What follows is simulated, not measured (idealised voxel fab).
Process module heading - voxel ribs on slabs
The cross-section on display is named cut; it measures 165 nm wide, and its cells are 5 nm squares.
Heads up, the way a cross-section reads in here is a grid of square cells, handed over as bands from the top down, with every band being one or more rows of cells. This entry defines a band. It first specifies the height of the band's top and the height of its bottom in nm, and then specifies the band's materials from left to right, stating each material with its width in nm. The word "edge to edge" identifies a single material that fills the band from edge to edge, while the word "blank" identifies empty space. Beneath 0, the wafer as received is one material, and that level is where height counting begins. The lowest band goes on downward without a bottom; it is written like "from 0 down". So if you see something like "30 to 40" for the width, read it as the top row of the band sitting at the first number and the bottom row at the second, with every row in between moving by the same amount as the last. It should be understood that the words "nothing altered", when stated for a given step, signify that the cross-section underwent no change in any of its cells during that step. For the entry "Sealed cavities", the listed items are empty spaces with no open way to the top whose size is 8 cells or more; each item follows the pattern width x height at distance, where distance is from the left edge and all three are in nm. Read whatever lies past the settings on a step's line as the simulator's own remark about the step. overlay nm: right-of-plan distance of the mask on a masked step; negative values mean left-of-plan.

BELOW IS THE LIST OF PLANNED PROCESS STEPS
1: RECEIVE: material Si
2: DIRECTIONAL_DEP: material SiO2, thk nm 30
3: DIRECTIONAL_DEP: material SiN, thk nm 15
4: DIRECTIONAL_DEP: material aC, thk nm 10
5: PATTERN: tone cover, mask id RIB, material resist, width nm 25, thk nm 25, overlay nm 0
6: DIRECTIONAL_ETCH: etch materials aC, depth nm 10
7: STRIP: etch materials resist
8: DIRECTIONAL_ETCH: etch materials SiN, depth nm 10
9: STRIP: etch materials aC
10: MASKED_ETCH: tone cover, mask id SLAB, width nm 55, etch materials SiN, depth nm 5, overlay nm 0
11: FILL_DEP: material SiO2, thk nm 25
12: CMP: height nm 65
13: DIRECTIONAL_DEP: material TiN, thk nm 5
14: DIRECTIONAL_DEP: material aC, thk nm 5
15: PATTERN: tone cover, mask id HEATER, material resist, width nm 35, thk nm 30, overlay nm 0
16: DIRECTIONAL_ETCH: etch materials aC, depth nm 10
17: STRIP: etch materials resist
18: DIRECTIONAL_ETCH: etch materials TiN, depth nm 5
19: STRIP: etch materials aC
20: CONFORMAL_DEP: material SiO2, thk nm 10
The wafers are alike at the start. At step 14, their thk nm differs. The plan lists the first wafer's value.

HERE'S THE FIRST OF THE WAFERS IN CROSS-SECTION, JUST AS WE GOT IT, I.E. AFTER STEP 1
- from 0 down | Si edge to edge
- Sealed cavities: none

FIRST WAFER OF SEVERAL, CROSS-SECTION, MODULE END, AFTER STEP 20 (LAST)
- from 80 to 75 | blank 55 nm, then SiO2 55 nm, then blank 55 nm
- from 75 to 70 | SiO2 edge to edge
- from 70 to 65 | SiO2 65 nm, then TiN 35 nm, then SiO2 65 nm
- from 65 to 45 | SiO2 edge to edge
- from 45 to 35 | SiO2 70 nm, then SiN 25 nm, then SiO2 70 nm
- from 35 to 30 | SiO2 55 nm, then SiN 55 nm, then SiO2 55 nm
- from 30 to 0 | SiO2 edge to edge
- from 0 down | Si edge to edge
- Sealed cavities: none

CROSS-SECTION OF THE LAST WAFER AT END OF MODULE
- from 80 to 70 | SiO2 edge to edge
- from 70 to 65 | TiN edge to edge
- from 65 to 45 | SiO2 edge to edge
- from 45 to 35 | SiO2 70 nm, then SiN 25 nm, then SiO2 70 nm
- from 35 to 30 | SiO2 55 nm, then SiN 55 nm, then SiO2 55 nm
- from 30 to 0 | SiO2 edge to edge
- from 0 down | Si edge to edge
- Sealed cavities: none

EVERY ROW IN THIS TABLE IS A WAFER AT THE END OF THE MODULE, AND IT GIVES, FOR EACH OF THE MATERIALS, THE CELLS THAT WAFER HAS GAINED (+) OR LOST (-) SINCE IT WAS RECEIVED, THEN ITS CLOSED VOIDS
thk nm 5; +21 SiN; +478 SiO2; +7 TiN; Sealed cavities: none
thk nm 10; +21 SiN; +478 SiO2; +7 TiN; Sealed cavities: none
thk nm 15; +21 SiN; +474 SiO2; +33 TiN; Sealed cavities: none
thk nm 20; +21 SiN; +474 SiO2; +33 TiN; Sealed cavities: none
thk nm 25; +21 SiN; +474 SiO2; +33 TiN; Sealed cavities: none
